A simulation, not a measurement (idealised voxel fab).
This is a process module. Its name is voxel transistor to metal.
In the cross-section labelled cut, the width is 285 nm and each square cell is 5 nm.
Heads up, the way a cross-section reads in here is a grid of square cells, handed over as bands from the top down, with every band being one or more rows of cells. Basically the band line says how high the top is and how high the bottom is, in nm, and then what's in it from left to right, every material with its width in nm. Empty space shows up as "empty", and if a single material carries "all across" it runs the full band edge to edge. The reference from which all heights are counted is 0, the level beneath which the as-received wafer is entirely one material; the lowest band, having no lower bound, proceeds downward and is written after the example "0..down". The notation "30->40" denotes a width that varies across the rows of cells in the band, beginning at the first number in the top row, finishing at the second number in the bottom row, and changing by an identical amount from each row to the next. No cell of the cross-section changed in a step that is given as "no change". Closed-off voids of 8+ cells (no open route to the top) go in "Enclosed internal cavities", written width x height at distance from the left edge, in nm. The remark found on a step's line after its settings is issued by the simulator itself and pertains to that step. overlay nm: right-of-plan distance of the mask on a masked step; negative values mean left-of-plan. So the way this works: pairs, before and after one process step. The after picture only goes down to the lowest band that actually changed, nothing below. Step and its settings are under each pair. And watch out, pairs might come from different runs of this module, same starting wafer though, so a pair only follows on from the one above if its "Prior to step" entry tells you so.
PRIOR TO STEP
* 135..120: resist (25), then empty (15), then resist (120), then empty (15), then resist (110)
* 120..85: lowk all across
* 85..80: SiCN all across
* 80..60: SiO2 (25), then TiN (5), then Cu (5), then TiN (5), then SiO2 (65), then TiN (5), then Cu (5), then TiN (5), then SiO2 (40), then TiN (5), then Cu (5), then TiN (5), then SiO2 (65), then TiN (5), then Cu (5), then TiN (5), then SiO2 (30)
* 60..55: SiCN (25), then TiN (15), then SiCN (65), then TiN (15), then SiCN (40), then TiN (15), then SiCN (65), then TiN (15), then SiCN (30)
* 55..45: SiO2 (25), then TiN (5), then W (5), then TiN (5), then SiO2 (65), then TiN (5), then W (5), then TiN (5), then SiO2 (40), then TiN (5), then W (5), then TiN (5), then SiO2 (65), then TiN (5), then W (5), then TiN (5), then SiO2 (30)
* 45..35: SiO2 (25), then TiN (5), then W (5), then TiN (5), then SiO2 (10), then SiN (5), then SiO2 (5), then SiCN (25), then SiO2 (5), then SiN (5), then SiO2 (10), then TiN (5), then W (5), then TiN (5), then SiO2 (40), then TiN (5), then W (5), then TiN (5), then SiO2 (10), then SiN (5), then SiO2 (5), then SiCN (25), then SiO2 (5), then SiN (5), then SiO2 (10), then TiN (5), then W (5), then TiN (5), then SiO2 (30)
* 35..20: SiO2 (25), then TiN (5), then W (5), then TiN (5), then SiO2 (10), then SiN (5), then SiO2 (5), then polySi (25), then SiO2 (5), then SiN (5), then SiO2 (10), then TiN (5), then W (5), then TiN (5), then SiO2 (40), then TiN (5), then W (5), then TiN (5), then SiO2 (10), then SiN (5), then SiO2 (5), then polySi (25), then SiO2 (5), then SiN (5), then SiO2 (10), then TiN (5), then W (5), then TiN (5), then SiO2 (30)
* 20..15: SiO2 (25), then TiN (15), then SiO2 (10), then SiN (5), then SiO2 (5), then polySi (25), then SiO2 (5), then SiN (5), then SiO2 (10), then TiN (15), then SiO2 (40), then TiN (15), then SiO2 (10), then SiN (5), then SiO2 (5), then polySi (25), then SiO2 (5), then SiN (5), then SiO2 (10), then TiN (15), then SiO2 (30)
* 15..10: SiO2 (25), then TiN (10), then pSi (15), then SiN (5), then SiO2 (5), then polySi (25), then SiO2 (5), then SiN (5), then pSi (15), then TiN (10), then SiO2 (40), then TiN (10), then pSi (15), then SiN (5), then SiO2 (5), then polySi (25), then SiO2 (5), then SiN (5), then pSi (15), then TiN (10), then SiO2 (30)
* 10..5: SiO2 (15), then pSi (35), then SiN (5), then SiO2 (5), then polySi (25), then SiO2 (5), then SiN (5), then pSi (35), then SiO2 (20), then pSi (35), then SiN (5), then SiO2 (5), then polySi (25), then SiO2 (5), then SiN (5), then pSi (35), then SiO2 (20)
* 5..0: SiO2 (10), then SiN (5), then pSi (35), then SiO2 (45), then pSi (35), then SiN (5), then SiO2 (10), then SiN (5), then pSi (35), then SiO2 (45), then pSi (35), then SiN (5), then SiO2 (15)
* 0..-5: SiO2 (25), then pSi (25), then Si (45), then pSi (25), then SiO2 (40), then pSi (25), then Si (45), then pSi (25), then SiO2 (30)
* -5..-10: SiO2 (15), then Si (10), then pSi (25), then Si (45), then pSi (25), then Si (10), then SiO2 (20), then Si (10), then pSi (25), then Si (45), then pSi (25), then Si (10), then SiO2 (20)
* -10..-20: SiO2 (15), then Si (115), then SiO2 (20), then Si (115), then SiO2 (20)
* -20..down: Si all across
* Enclosed internal cavities: none
POST-STEP APPEARANCE
* 135..120: resist (25), then empty (15), then resist (120), then empty (15), then resist (110)
* 120..100: lowk (25), then empty (15), then lowk (120), then empty (15), then lowk (110)
* Everything below 100 is unchanged.
* Enclosed internal cavities: none
Step applied between the pre-step and post-step cross-sections shown above: DIRECTIONAL_ETCH [etch materials lowk] [depth nm 20]
Prior to step: For the state before this step, see the after cross-section of the pair located directly above.
POST-STEP APPEARANCE
* 120..100: lowk (25), then empty (15), then lowk (120), then empty (15), then lowk (110)
* Everything below 100 is unchanged.
* Enclosed internal cavities: none
Step applied between the pre-step and post-step cross-sections shown above: STRIP [etch materials resist]
Prior to step: For the state before this step, see the after cross-section of the pair located directly above.
POST-STEP APPEARANCE
* 120..85: lowk (25), then empty (15), then lowk (120), then empty (15), then lowk (110)
* Everything below 85 is unchanged.
* Enclosed internal cavities: none
Step applied between the pre-step and post-step cross-sections shown above: MASKED_ETCH [tone open] [mask id METAL_2_HOLES] [width nm 15] [pitch nm 135] [etch materials lowk] [depth nm 15] [overlay nm 0]
Prior to step: For the state before this step, see the after cross-section of the pair located directly above.
POST-STEP APPEARANCE
* 120..85: lowk (25), then empty (15), then lowk (120), then empty (15), then lowk (110)
* 85..80: SiCN (25), then empty (15), then SiCN (120), then empty (15), then SiCN (110)
* Everything below 80 is unchanged.
* Enclosed internal cavities: none
Step applied between the pre-step and post-step cross-sections shown above: MASKED_ETCH [tone open] [mask id METAL_2_HOLES] [width nm 15] [pitch nm 135] [etch materials SiCN] [depth nm 5] [overlay nm 0]
Prior to step: For the state before this step, see the after cross-section of the pair located directly above.
POST-STEP APPEARANCE
* 125..120: TiN (30), then empty (5), then TiN (130), then empty (5), then TiN (115)
* 120..85: lowk (25), then TiN (5), then empty (5), then TiN (5), then lowk (120), then TiN (5), then empty (5), then TiN (5), then lowk (110)
* 85..80: SiCN (25), then TiN (15), then SiCN (120), then TiN (15), then SiCN (110)
* Everything below 80 is unchanged.
* Enclosed internal cavities: none
Step applied between the pre-step and post-step cross-sections shown above: CONFORMAL_DEP [material TiN] [thk nm 5]
Prior to step: For the state before this step, see the after cross-section of the pair located directly above.
POST-STEP APPEARANCE
* 130..125: Ru all across
* 125..120: TiN (30), then Ru (5), then TiN (130), then Ru (5), then TiN (115)
* 120..85: lowk (25), then TiN (5), then Ru (5), then TiN (5), then lowk (120), then TiN (5), then Ru (5), then TiN (5), then lowk (110)
* Everything below 85 is unchanged.
* Enclosed internal cavities: none
Step applied between the pre-step and post-step cross-sections shown above: FILL_DEP [material Ru] [thk nm 5]
Prior to step: For the state before this step, see the after cross-section of the pair located directly above.
POST-STEP APPEARANCE
* 120..85: lowk (25), then TiN (5), then Ru (5), then TiN (5), then lowk (120), then TiN (5), then Ru (5), then TiN (5), then lowk (110)
* Everything below 85 is unchanged.
* Enclosed internal cavities: none
Step applied between the pre-step and post-step cross-sections shown above: CMP [height nm 120]
Prior to step: For the state before this step, see the after cross-section of the pair located directly above.
POST-STEP APPEARANCE
* 125..120: SiN all across
* Everything below 120 is unchanged.
* Enclosed internal cavities: none
Step applied between the pre-step and post-step cross-sections shown above: CONFORMAL_DEP [material SiN] [thk nm 5]
PRIOR TO STEP
* 50..45: empty (50), then SiN (45), then empty (90), then SiN (45), then empty (55)
* 45..30: empty (50), then SiN (5), then SiO2 (5), then SiCN (25), then SiO2 (5), then SiN (5), then empty (90), then SiN (5), then SiO2 (5), then SiCN (25), then SiO2 (5), then SiN (5), then empty (55)
* 30..5: empty (50), then SiN (5), then SiO2 (5), then polySi (25), then SiO2 (5), then SiN (5), then empty (90), then SiN (5), then SiO2 (5), then polySi (25), then SiO2 (5), then SiN (5), then empty (55)
* 5..0: SiN (55), then SiO2 (5), then polySi (25), then SiO2 (5), then SiN (100), then SiO2 (5), then polySi (25), then SiO2 (5), then SiN (60)
* 0..-5: SiO2 all across
* -5..-20: SiO2 (15), then Si (115), then SiO2 (20), then Si (115), then SiO2 (20)
* -20..down: Si all across
* Enclosed internal cavities: none
POST-STEP APPEARANCE
* 45..35: empty (55), then SiO2 (5), then SiCN (25), then SiO2 (5), then empty (100), then SiO2 (5), then SiCN (25), then SiO2 (5), then empty (60)
* 35..30: empty (50), then SiN (5), then SiO2 (5), then SiCN (25), then SiO2 (5), then SiN (5), then empty (90), then SiN (5), then SiO2 (5), then SiCN (25), then SiO2 (5), then SiN (5), then empty (55)
* 30..0: empty (50), then SiN (5), then SiO2 (5), then polySi (25), then SiO2 (5), then SiN (5), then empty (90), then SiN (5), then SiO2 (5), then polySi (25), then SiO2 (5), then SiN (5), then empty (55)
* Everything below 0 is unchanged.
* Enclosed internal cavities: none
Step applied between the pre-step and post-step cross-sections shown above: DIRECTIONAL_ETCH [etch materials SiN] [depth nm 15]
Prior to step: For the state before this step, see the after cross-section of the pair located directly above.
POST-STEP APPEARANCE
* 45..40: empty (60), then SiCN (25), then empty (110), then SiCN (25), then empty (65)
* 40..35: empty (55), then SiO2 (5), then SiCN (25), then SiO2 (5), then empty (100), then SiO2 (5), then SiCN (25), then SiO2 (5), then empty (60)
* 35..30: empty (50), then SiN (5), then SiO2 (5), then SiCN (25), then SiO2 (5), then SiN (5), then empty (90), then SiN (5), then SiO2 (5), then SiCN (25), then SiO2 (5), then SiN (5), then empty (55)
* 30..0: empty (50), then SiN (5), then SiO2 (5), then polySi (25), then SiO2 (5), then SiN (5), then empty (90), then SiN (5), then SiO2 (5), then polySi (25), then SiO2 (5), then SiN (5), then empty (55)
* 0..-5: empty (50), then SiO2 (45), then empty (90), then SiO2 (45), then empty (55)
* Everything below -5 is unchanged.
* Enclosed internal cavities: none
Step applied between the pre-step and post-step cross-sections shown above: DIRECTIONAL_ETCH [etch materials SiO2] [depth nm 5]
Prior to step: For the state before this step, see the after cross-section of the pair located directly above.
POST-STEP APPEARANCE
* 45..40: empty (60), then SiCN (25), then empty (110), then SiCN (25), then empty (65)
* 40..35: empty (55), then SiO2 (5), then SiCN (25), then SiO2 (5), then empty (100), then SiO2 (5), then SiCN (25), then SiO2 (5), then empty (60)
* 35..30: empty (50), then SiN (5), then SiO2 (5), then SiCN (25), then SiO2 (5), then SiN (5), then empty (90), then SiN (5), then SiO2 (5), then SiCN (25), then SiO2 (5), then SiN (5), then empty (55)
* 30..0: empty (50), then SiN (5), then SiO2 (5), then polySi (25), then SiO2 (5), then SiN (5), then empty (90), then SiN (5), then SiO2 (5), then polySi (25), then SiO2 (5), then SiN (5), then empty (55)
* 0..-5: empty (50), then SiO2 (45), then empty (90), then SiO2 (45), then empty (55)
* -5..-15: SiO2 (15), then empty (35), then Si (45), then empty (35), then SiO2 (20), then empty (35), then Si (45), then empty (35), then SiO2 (20)
* Everything below -15 is unchanged.
* Enclosed internal cavities: none
Step applied between the pre-step and post-step cross-sections shown above: DIRECTIONAL_ETCH [etch materials Si] [depth nm 10]
Prior to step: For the state before this step, see the after cross-section of the pair located directly above.
POST-STEP APPEARANCE
* 45..40: empty (60), then SiCN (25), then empty (110), then SiCN (25), then empty (65)
* 40..35: empty (55), then SiO2 (5), then SiCN (25), then SiO2 (5), then empty (100), then SiO2 (5), then SiCN (25), then SiO2 (5), then empty (60)
* 35..30: empty (50), then SiN (5), then SiO2 (5), then SiCN (25), then SiO2 (5), then SiN (5), then empty (90), then SiN (5), then SiO2 (5), then SiCN (25), then SiO2 (5), then SiN (5), then empty (55)
* 30..10: empty (50), then SiN (5), then SiO2 (5), then polySi (25), then SiO2 (5), then SiN (5), then empty (90), then SiN (5), then SiO2 (5), then polySi (25), then SiO2 (5), then SiN (5), then empty (55)
* 10..0: empty (35), then pSi (15), then SiN (5), then SiO2 (5), then polySi (25), then SiO2 (5), then SiN (5), then pSi (15), then empty (60), then pSi (15), then SiN (5), then SiO2 (5), then polySi (25), then SiO2 (5), then SiN (5), then pSi (15), then empty (40)
* 0..-5: empty (10), then pSi (40), then SiO2 (45), then pSi (40), then empty (10), then pSi (40), then SiO2 (45), then pSi (40), then empty (15)
* -5..-15: SiO2 (15), then pSi (35), then Si (45), then pSi (35), then SiO2 (20), then pSi (35), then Si (45), then pSi (35), then SiO2 (20)
* Everything below -15 is unchanged.
* Enclosed internal cavities: none
Step applied between the pre-step and post-step cross-sections shown above: EPI [material pSi] [thk nm 15]
Prior to step: For the state before this step, see the after cross-section of the pair located directly above.
POST-STEP APPEARANCE
* 50..45: SiO2 all across
* 45..35: SiO2 (60), then SiCN (25), then SiO2 (110), then SiCN (25), then SiO2 (65)
* 35..30: SiO2 (50), then SiN (5), then SiO2 (5), then SiCN (25), then SiO2 (5), then SiN (5), then SiO2 (90), then SiN (5), then SiO2 (5), then SiCN (25), then SiO2 (5), then SiN (5), then SiO2 (55)
* 30..10: SiO2 (50), then SiN (5), then SiO2 (5), then polySi (25), then SiO2 (5), then SiN (5), then SiO2 (90), then SiN (5), then SiO2 (5), then polySi (25), then SiO2 (5), then SiN (5), then SiO2 (55)
* 10..0: SiO2 (35), then pSi (15), then SiN (5), then SiO2 (5), then polySi (25), then SiO2 (5), then SiN (5), then pSi (15), then SiO2 (60), then pSi (15), then SiN (5), then SiO2 (5), then polySi (25), then SiO2 (5), then SiN (5), then pSi (15), then SiO2 (40)
* 0..-5: SiO2 (10), then pSi (40), then SiO2 (45), then pSi (40), then SiO2 (10), then pSi (40), then SiO2 (45), then pSi (40), then SiO2 (15)
* Everything below -5 is unchanged.
* Enclosed internal cavities: none
Step applied between the pre-step and post-step cross-sections shown above: FILL_DEP [material SiO2] [thk nm 5]
Prior to step: For the state before this step, see the after cross-section of the pair located directly above.
POST-STEP APPEARANCE
* 45..35: SiO2 (60), then SiCN (25), then SiO2 (110), then SiCN (25), then SiO2 (65)
* Everything below 35 is unchanged.
* Enclosed internal cavities: none
Step applied between the pre-step and post-step cross-sections shown above: CMP [height nm 45]
Prior to step: For the state before this step, see the after cross-section of the pair located directly above.
POST-STEP APPEARANCE
* 55..45: SiO2 all across
* Everything below 45 is unchanged.
* Enclosed internal cavities: none
Step applied between the pre-step and post-step cross-sections shown above: DIRECTIONAL_DEP [material SiO2] [thk nm 10]
Prior to step: For the state before this step, see the after cross-section of the pair located directly above.
POST-STEP APPEARANCE
* 70..55: resist (25), then empty (15), then resist (65), then empty (15), then resist (40), then empty (15), then resist (65), then empty (15), then resist (30)
* Everything below 55 is unchanged.
* Enclosed internal cavities: none
Step applied between the pre-step and post-step cross-sections shown above: PATTERN [tone open] [mask id CONTACT] [material resist] [width nm 15] [thk nm 15] [overlay nm 0]
Prior to step: For the state before this step, see the after cross-section of the pair located directly above.
POST-STEP APPEARANCE
* 70..55: resist (25), then empty (15), then resist (65), then empty (15), then resist (40), then empty (15), then resist (65), then empty (15), then resist (30)
* 55..45: SiO2 (25), then empty (15), then SiO2 (65), then empty (15), then SiO2 (40), then empty (15), then SiO2 (65), then empty (15), then SiO2 (30)
* 45..35: SiO2 (25), then empty (15), then SiO2 (20), then SiCN (25), then SiO2 (20), then empty (15), then SiO2 (40), then empty (15), then SiO2 (20), then SiCN (25), then SiO2 (20), then empty (15), then SiO2 (30)
* 35..30: SiO2 (25), then empty (15), then SiO2 (10), then SiN (5), then SiO2 (5), then SiCN (25), then SiO2 (5), then SiN (5), then SiO2 (10), then empty (15), then SiO2 (40), then empty (15), then SiO2 (10), then SiN (5), then SiO2 (5), then SiCN (25), then SiO2 (5), then SiN (5), then SiO2 (10), then empty (15), then SiO2 (30)
* 30..10: SiO2 (25), then empty (15), then SiO2 (10), then SiN (5), then SiO2 (5), then polySi (25), then SiO2 (5), then SiN (5), then SiO2 (10), then empty (15), then SiO2 (40), then empty (15), then SiO2 (10), then SiN (5), then SiO2 (5), then polySi (25), then SiO2 (5), then SiN (5), then SiO2 (10), then empty (15), then SiO2 (30)
* 10..0: SiO2 (25), then empty (10), then pSi (15), then SiN (5), then SiO2 (5), then polySi (25), then SiO2 (5), then SiN (5), then pSi (15), then empty (10), then SiO2 (40), then empty (10), then pSi (15), then SiN (5), then SiO2 (5), then polySi (25), then SiO2 (5), then SiN (5), then pSi (15), then empty (10), then SiO2 (30)
* Everything below 0 is unchanged.
* Enclosed internal cavities: none
Step applied between the pre-step and post-step cross-sections shown above: DIRECTIONAL_ETCH [etch materials SiO2] [depth nm 55]
Prior to step: For the state before this step, see the after cross-section of the pair located directly above.
POST-STEP APPEARANCE
* 55..45: SiO2 (25), then empty (15), then SiO2 (65), then empty (15), then SiO2 (40), then empty (15), then SiO2 (65), then empty (15), then SiO2 (30)
* Everything below 45 is unchanged.
* Enclosed internal cavities: none
Step applied between the pre-step and post-step cross-sections shown above: STRIP [etch materials resist]
Prior to step: For the state before this step, see the after cross-section of the pair located directly above.
POST-STEP APPEARANCE
* 60..55: TiN (30), then empty (5), then TiN (75), then empty (5), then TiN (50), then empty (5), then TiN (75), then empty (5), then TiN (35)
* 55..45: SiO2 (25), then TiN (5), then empty (5), then TiN (5), then SiO2 (65), then TiN (5), then empty (5), then TiN (5), then SiO2 (40), then TiN (5), then empty (5), then TiN (5), then SiO2 (65), then TiN (5), then empty (5), then TiN (5), then SiO2 (30)
* 45..35: SiO2 (25), then TiN (5), then empty (5), then TiN (5), then SiO2 (20), then SiCN (25), then SiO2 (20), then TiN (5), then empty (5), then TiN (5), then SiO2 (40), then TiN (5), then empty (5), then TiN (5), then SiO2 (20), then SiCN (25), then SiO2 (20), then TiN (5), then empty (5), then TiN (5), then SiO2 (30)
* 35..30: SiO2 (25), then TiN (5), then empty (5), then TiN (5), then SiO2 (10), then SiN (5), then SiO2 (5), then SiCN (25), then SiO2 (5), then SiN (5), then SiO2 (10), then TiN (5), then empty (5), then TiN (5), then SiO2 (40), then TiN (5), then empty (5), then TiN (5), then SiO2 (10), then SiN (5), then SiO2 (5), then SiCN (25), then SiO2 (5), then SiN (5), then SiO2 (10), then TiN (5), then empty (5), then TiN (5), then SiO2 (30)
* 30..15: SiO2 (25), then TiN (5), then empty (5), then TiN (5), then SiO2 (10), then SiN (5), then SiO2 (5), then polySi (25), then SiO2 (5), then SiN (5), then SiO2 (10), then TiN (5), then empty (5), then TiN (5), then SiO2 (40), then TiN (5), then empty (5), then TiN (5), then SiO2 (10), then SiN (5), then SiO2 (5), then polySi (25), then SiO2 (5), then SiN (5), then SiO2 (10), then TiN (5), then empty (5), then TiN (5), then SiO2 (30)
* 15..10: SiO2 (25), then TiN (15), then SiO2 (10), then SiN (5), then SiO2 (5), then polySi (25), then SiO2 (5), then SiN (5), then SiO2 (10), then TiN (15), then SiO2 (40), then TiN (15), then SiO2 (10), then SiN (5), then SiO2 (5), then polySi (25), then SiO2 (5), then SiN (5), then SiO2 (10), then TiN (15), then SiO2 (30)
* 10..0: SiO2 (25), then TiN (10), then pSi (15), then SiN (5), then SiO2 (5), then polySi (25), then SiO2 (5), then SiN (5), then pSi (15), then TiN (10), then SiO2 (40), then TiN (10), then pSi (15), then SiN (5), then SiO2 (5), then polySi (25), then SiO2 (5), then SiN (5), then pSi (15), then TiN (10), then SiO2 (30)
* Everything below 0 is unchanged.
* Enclosed internal cavities: none
Step applied between the pre-step and post-step cross-sections shown above: CONFORMAL_DEP [material TiN] [thk nm 5]
Prior to step: For the state before this step, see the after cross-section of the pair located directly above.
POST-STEP APPEARANCE
* 70..60: W all across
* 60..55: TiN (30), then W (5), then TiN (75), then W (5), then TiN (50), then W (5), then TiN (75), then W (5), then TiN (35)
* 55..45: SiO2 (25), then TiN (5), then W (5), then TiN (5), then SiO2 (65), then TiN (5), then W (5), then TiN (5), then SiO2 (40), then TiN (5), then W (5), then TiN (5), then SiO2 (65), then TiN (5), then W (5), then TiN (5), then SiO2 (30)
* 45..35: SiO2 (25), then TiN (5), then W (5), then TiN (5), then SiO2 (20), then SiCN (25), then SiO2 (20), then TiN (5), then W (5), then TiN (5), then SiO2 (40), then TiN (5), then W (5), then TiN (5), then SiO2 (20), then SiCN (25), then SiO2 (20), then TiN (5), then W (5), then TiN (5), then SiO2 (30)
* 35..30: SiO2 (25), then TiN (5), then W (5), then TiN (5), then SiO2 (10), then SiN (5), then SiO2 (5), then SiCN (25), then SiO2 (5), then SiN (5), then SiO2 (10), then TiN (5), then W (5), then TiN (5), then SiO2 (40), then TiN (5), then W (5), then TiN (5), then SiO2 (10), then SiN (5), then SiO2 (5), then SiCN (25), then SiO2 (5), then SiN (5), then SiO2 (10), then TiN (5), then W (5), then TiN (5), then SiO2 (30)
* 30..15: SiO2 (25), then TiN (5), then W (5), then TiN (5), then SiO2 (10), then SiN (5), then SiO2 (5), then polySi (25), then SiO2 (5), then SiN (5), then SiO2 (10), then TiN (5), then W (5), then TiN (5), then SiO2 (40), then TiN (5), then W (5), then TiN (5), then SiO2 (10), then SiN (5), then SiO2 (5), then polySi (25), then SiO2 (5), then SiN (5), then SiO2 (10), then TiN (5), then W (5), then TiN (5), then SiO2 (30)
* Everything below 15 is unchanged.
* Enclosed internal cavities: none
Step applied between the pre-step and post-step cross-sections shown above: FILL_DEP [material W] [thk nm 10]
Prior to step: For the state before this step, see the after cross-section of the pair located directly above.
POST-STEP APPEARANCE
* 55..45: SiO2 (25), then TiN (5), then W (5), then TiN (5), then SiO2 (65), then TiN (5), then W (5), then TiN (5), then SiO2 (40), then TiN (5), then W (5), then TiN (5), then SiO2 (65), then TiN (5), then W (5), then TiN (5), then SiO2 (30)
* Everything below 45 is unchanged.
* Enclosed internal cavities: none
Step applied between the pre-step and post-step cross-sections shown above: CMP [height nm 55]
Prior to step: For the state before this step, see the after cross-section of the pair located directly above.
POST-STEP APPEARANCE
* 60..55: SiCN all across
* Everything below 55 is unchanged.
* Enclosed internal cavities: none
Step applied between the pre-step and post-step cross-sections shown above: CONFORMAL_DEP [material SiCN] [thk nm 5]
Prior to step: For the state before this step, see the after cross-section of the pair located directly above.
POST-STEP APPEARANCE
* 80..60: SiO2 all across
* Everything below 60 is unchanged.
* Enclosed internal cavities: none
Step applied between the pre-step and post-step cross-sections shown above: DIRECTIONAL_DEP [material SiO2] [thk nm 20]
Prior to step: For the state before this step, see the after cross-section of the pair located directly above.
POST-STEP APPEARANCE
* 90..80: aC all across
* Everything below 80 is unchanged.
* Enclosed internal cavities: none
Step applied between the pre-step and post-step cross-sections shown above: DIRECTIONAL_DEP [material aC] [thk nm 10]
Prior to step: For the state before this step, see the after cross-section of the pair located directly above.
POST-STEP APPEARANCE
* 120..90: resist (25), then empty (15), then resist (65), then empty (15), then resist (40), then empty (15), then resist (65), then empty (15), then resist (30)
* Everything below 90 is unchanged.
* Enclosed internal cavities: none
Step applied between the pre-step and post-step cross-sections shown above: PATTERN [tone open] [mask id METAL_1] [material resist] [width nm 15] [thk nm 30] [overlay nm 0]
Prior to step: For the state before this step, see the after cross-section of the pair located directly above.
POST-STEP APPEARANCE
* 110..90: resist (25), then empty (15), then resist (65), then empty (15), then resist (40), then empty (15), then resist (65), then empty (15), then resist (30)
* 90..80: aC (25), then empty (15), then aC (65), then empty (15), then aC (40), then empty (15), then aC (65), then empty (15), then aC (30)
* Everything below 80 is unchanged.
* Enclosed internal cavities: none
Step applied between the pre-step and post-step cross-sections shown above: DIRECTIONAL_ETCH [etch materials aC] [depth nm 10]
Prior to step: For the state before this step, see the after cross-section of the pair located directly above.
POST-STEP APPEARANCE
* 90..80: aC (25), then empty (15), then aC (65), then empty (15), then aC (40), then empty (15), then aC (65), then empty (15), then aC (30)
* Everything below 80 is unchanged.
* Enclosed internal cavities: none
Step applied between the pre-step and post-step cross-sections shown above: STRIP [etch materials resist]
Prior to step: For the state before this step, see the after cross-section of the pair located directly above.
POST-STEP APPEARANCE
* 90..80: aC (25), then empty (15), then aC (65), then empty (15), then aC (40), then empty (15), then aC (65), then empty (15), then aC (30)
* 80..60: SiO2 (25), then empty (15), then SiO2 (65), then empty (15), then SiO2 (40), then empty (15), then SiO2 (65), then empty (15), then SiO2 (30)
* Everything below 60 is unchanged.
* Enclosed internal cavities: none
Step applied between the pre-step and post-step cross-sections shown above: DIRECTIONAL_ETCH [etch materials SiO2] [depth nm 20]
Prior to step: For the state before this step, see the after cross-section of the pair located directly above.
POST-STEP APPEARANCE
* 90..80: aC (25), then empty (15), then aC (65), then empty (15), then aC (40), then empty (15), then aC (65), then empty (15), then aC (30)
* 80..60: SiO2 (25), then empty (15), then SiO2 (65), then empty (15), then SiO2 (40), then empty (15), then SiO2 (65), then empty (15), then SiO2 (30)
* 60..55: SiCN (25), then empty (15), then SiCN (65), then empty (15), then SiCN (40), then empty (15), then SiCN (65), then empty (15), then SiCN (30)
* Everything below 55 is unchanged.
* Enclosed internal cavities: none
Step applied between the pre-step and post-step cross-sections shown above: DIRECTIONAL_ETCH [etch materials SiCN] [depth nm 5]
Prior to step: For the state before this step, see the after cross-section of the pair located directly above.
POST-STEP APPEARANCE
* 80..60: SiO2 (25), then empty (15), then SiO2 (65), then empty (15), then SiO2 (40), then empty (15), then SiO2 (65), then empty (15), then SiO2 (30)
* Everything below 60 is unchanged.
* Enclosed internal cavities: none
Step applied between the pre-step and post-step cross-sections shown above: STRIP [etch materials aC]
Prior to step: For the state before this step, see the after cross-section of the pair located directly above.
POST-STEP APPEARANCE
* 85..80: TiN (30), then empty (5), then TiN (75), then empty (5), then TiN (50), then empty (5), then TiN (75), then empty (5), then TiN (35)
* 80..60: SiO2 (25), then TiN (5), then empty (5), then TiN (5), then SiO2 (65), then TiN (5), then empty (5), then TiN (5), then SiO2 (40), then TiN (5), then empty (5), then TiN (5), then SiO2 (65), then TiN (5), then empty (5), then TiN (5), then SiO2 (30)
* 60..55: SiCN (25), then TiN (15), then SiCN (65), then TiN (15), then SiCN (40), then TiN (15), then SiCN (65), then TiN (15), then SiCN (30)
* Everything below 55 is unchanged.
* Enclosed internal cavities: none
Step applied between the pre-step and post-step cross-sections shown above: CONFORMAL_DEP [material TiN] [thk nm 5]
Prior to step: For the state before this step, see the after cross-section of the pair located directly above.
POST-STEP APPEARANCE
* 90..85: Cu all across
* 85..80: TiN (30), then Cu (5), then TiN (75), then Cu (5), then TiN (50), then Cu (5), then TiN (75), then Cu (5), then TiN (35)
* 80..60: SiO2 (25), then TiN (5), then Cu (5), then TiN (5), then SiO2 (65), then TiN (5), then Cu (5), then TiN (5), then SiO2 (40), then TiN (5), then Cu (5), then TiN (5), then SiO2 (65), then TiN (5), then Cu (5), then TiN (5), then SiO2 (30)
* Everything below 60 is unchanged.
* Enclosed internal cavities: none
Step applied between the pre-step and post-step cross-sections shown above: FILL_DEP [material Cu] [thk nm 5]
Prior to step: For the state before this step, see the after cross-section of the pair located directly above.
POST-STEP APPEARANCE
* 80..60: SiO2 (25), then TiN (5), then Cu (5), then TiN (5), then SiO2 (65), then TiN (5), then Cu (5), then TiN (5), then SiO2 (40), then TiN (5), then Cu (5), then TiN (5), then SiO2 (65), then TiN (5), then Cu (5), then TiN (5), then SiO2 (30)
* Everything below 60 is unchanged.
* Enclosed internal cavities: none
Step applied between the pre-step and post-step cross-sections shown above: CMP [height nm 80]
Prior to step: For the state before this step, see the after cross-section of the pair located directly above.
POST-STEP APPEARANCE
* 85..80: SiCN all across
* Everything below 80 is unchanged.
* Enclosed internal cavities: none
Step applied between the pre-step and post-step cross-sections shown above: CONFORMAL_DEP [material SiCN] [thk nm 5]
Prior to step: For the state before this step, see the after cross-section of the pair located directly above.
POST-STEP APPEARANCE
* 120..85: lowk all across
* Everything below 85 is unchanged.
* Enclosed internal cavities: none
Step applied between the pre-step and post-step cross-sections shown above: DIRECTIONAL_DEP [material lowk] [thk nm 35]
Prior to step: For the state before this step, see the after cross-section of the pair located directly above.
POST-STEP APPEARANCE
* 135..120: resist (25), then empty (15), then resist (120), then empty (15), then resist (110)
* Everything below 120 is unchanged.
* Enclosed internal cavities: none
Step applied between the pre-step and post-step cross-sections shown above: PATTERN [tone open] [mask id METAL_2] [material resist] [width nm 15] [pitch nm 135] [thk nm 15] [overlay nm 0]
Prior to step: For the state before this step, see the after cross-section of the pair located directly above.
POST-STEP APPEARANCE
* 135..120: resist (25), then empty (15), then resist (120), then empty (15), then resist (110)
* 120..100: lowk (25), then empty (15), then lowk (120), then empty (15), then lowk (110)
* Everything below 100 is unchanged.
* Enclosed internal cavities: none
Step applied between the pre-step and post-step cross-sections shown above: DIRECTIONAL_ETCH [etch materials lowk] [depth nm 20]
Prior to step: For the state before this step, see the after cross-section of the pair located directly above.
POST-STEP APPEARANCE
* 120..100: lowk (25), then empty (15), then lowk (120), then empty (15), then lowk (110)
* Everything below 100 is unchanged.
* Enclosed internal cavities: none
Step applied between the pre-step and post-step cross-sections shown above: STRIP [etch materials resist]
Prior to step: For the state before this step, see the after cross-section of the pair located directly above.
POST-STEP APPEARANCE
* 120..85: lowk (25), then empty (15), then lowk (120), then empty (15), then lowk (110)
* Everything below 85 is unchanged.
* Enclosed internal cavities: none
Step applied between the pre-step and post-step cross-sections shown above: MASKED_ETCH [tone open] [mask id METAL_2_HOLES] [width nm 15] [pitch nm 135] [etch materials lowk] [depth nm 15] [overlay nm 0]
Prior to step: For the state before this step, see the after cross-section of the pair located directly above.
POST-STEP APPEARANCE
* 120..85: lowk (25), then empty (15), then lowk (120), then empty (15), then lowk (110)
* 85..80: SiCN (25), then empty (15), then SiCN (120), then empty (15), then SiCN (110)
* Everything below 80 is unchanged.
* Enclosed internal cavities: none
Step applied between the pre-step and post-step cross-sections shown above: MASKED_ETCH [tone open] [mask id METAL_2_HOLES] [width nm 15] [pitch nm 135] [etch materials SiCN] [depth nm 5] [overlay nm 0]
